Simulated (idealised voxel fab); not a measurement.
Process module name: voxel local oxidation
Square cells of 5 nm make up the cross-section cut, whose width is 250 nm.
For the purposes of this document, a cross-section shall be understood as a grid of square cells, specified as bands listed in top-to-bottom order, each band consisting of one or more rows of cells.
The entry gives the band's vertical extent as a top height and a bottom height in nm, then its horizontal make-up as materials from left to right, each with a width in nm. "blank" stands for empty space; a single material marked "all across" fills the band edge to edge.
Heights are reckoned from 0. Under this level, the received wafer is all of one material. The bottommost band is open-ended downward, for example "0 -> down".
Think of "30->40" as a width that walks from the first number to the second as you go down the band, top row to bottom row, taking equal-sized steps from row to row.
The designation "changes: none", where it is given for a processing step, indicates that no cell of the cross-section was altered in the course of that step.
Enclosed voids (no open way to top), threshold 8 cells or more, entry "Sealed void inventory", notation width x height at distance, distance from left edge, nm.
If you see something after the settings on a step's line, that's the simulator's own remark about that step.
On any step carrying a mask, the "overlay nm" setting, if present on the step's line, tells how far right of its planned place the mask lay; negative values point to the left.

THE PROCESS STEPS THAT WERE PLANNED ARE LISTED BELOW
1) RECEIVE (material Si)
2) OXIDIZE (depth nm 5)
3) CONFORMAL_DEP (material SiN; thk nm 10)
4) DIRECTIONAL_DEP (material aC; thk nm 10)
5) PATTERN (tone cover; mask id ACTIVE; material resist; width nm 90; thk nm 25; overlay nm -15)
6) DIRECTIONAL_ETCH (etch materials aC; depth nm 10)
7) STRIP (etch materials resist)
8) DIRECTIONAL_ETCH (etch materials SiN; depth nm 10)
9) STRIP (etch materials aC)
10) SELECTIVE_ETCH (etch materials SiO2; depth nm 5)
11) OXIDIZE (depth nm 10)
12) STRIP (etch materials SiN)
For this document, wafers share an identical start and vary in the step 5 overlay nm; the plan quotes the first wafer's value.

CROSS-SECTION OF THE FIRST INCOMING WAFER OF SEVERAL, STATE AFTER STEP 1
* 0 -> down | Si all across
* Sealed void inventory: none

TABLE: WAFERS, A ROW EACH; END-OF-MODULE CELL CHANGE PER MATERIAL SINCE RECEIPT, GAIN (+), LOSS (-); THEN CLOSED VOIDS
overlay nm -15, -126 Si, +92 SiO2, Sealed void inventory: none
overlay nm -10, -126 Si, +92 SiO2, Sealed void inventory: none
overlay nm -5, -126 Si, +92 SiO2, Sealed void inventory: none
overlay nm 0, -126 Si, +92 SiO2, Sealed void inventory: none
overlay nm 5, -126 Si, +92 SiO2, Sealed void inventory: none
overlay nm 10, -126 Si, +92 SiO2, Sealed void inventory: none
overlay nm 15, -126 Si, +92 SiO2, Sealed void inventory: none
